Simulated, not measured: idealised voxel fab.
voxel double patterning: a process module
Square cell edge 5 nm, section width 170 nm, ID cut.
Cross-section, as written here: a square-cell grid given band by band from the top down, where a band holds one or more rows of cells. This entry defines a band. It first specifies the height of the band's top and the height of its bottom in nm, and then specifies the band's materials from left to right, stating each material with its width in nm. The word "all across" identifies a single material that fills the band from edge to edge, while the word "blank" identifies empty space. A quick word on heights: they are counted from 0, and under that level the wafer as it came to us is one material throughout. The lowest band is different from the rest in having no bottom; it simply continues downward, written as in "top 0, no bottom". A two-number width, for instance "30 to 40", indicates that the width is equal to the first number in the top row of the band and to the second number in the bottom row, and that it changes by a constant amount per row of cells. "nothing was modified" means the step left every cell of the cross-section as it was. Heads up: "Fully sealed cavities" only lists the empty pockets with no open path to the top that are 8 cells or more, and it writes them as width x height at distance, distance from the left edge, in nm. What comes after the settings on a step's line is commentary from the simulator itself on that step. overlay nm: right-of-plan distance of the mask on a masked step; negative values mean left-of-plan.

-- plan
1. RECEIVE: material Si
2. CONFORMAL_DEP: material SiN, thk nm 10
3. DIRECTIONAL_DEP: material SiO2, thk nm 15
4. DIRECTIONAL_DEP: material SiCN, thk nm 5
5. PATTERN: tone open, mask id FIRST, material resist, width nm 15, pitch nm 50, thk nm 15, overlay nm 0
6. DIRECTIONAL_ETCH: etch materials SiCN, depth nm 5
7. STRIP: etch materials resist
8. DIRECTIONAL_DEP: material aC, thk nm 10
9. PATTERN: tone open, mask id SECOND, material resist, width nm 15, thk nm 30, overlay nm 0
10. DIRECTIONAL_ETCH: etch materials aC, depth nm 10
11. STRIP: etch materials resist
12. DIRECTIONAL_ETCH: etch materials SiCN, depth nm 5
13. STRIP: etch materials aC
14. DIRECTIONAL_ETCH: etch materials SiO2, depth nm 15
15. STRIP: etch materials SiCN

-- Cross-section of the wafer as it came to us, i.e., already through step 1
  top 0, no bottom = Si all across
  Fully sealed cavities: none

-- The plan above was carried out on the starting structure above with one mistake, and this cross-section shows the wafer at the end of the module
  top 25, bottom 10 = SiO2 (60) / blank (30) / SiO2 (20) / blank (15) / SiO2 (45)
  top 10, bottom 0 = SiN all across
  top 0, no bottom = Si all across
  Fully sealed cavities: none
Where did the run depart from the plan? step 5, actual vs plan mismatch, actual run PATTERN: tone open, mask id FIRST, material resist, width nm 15, pitch nm 50, thk nm 15, overlay nm 10
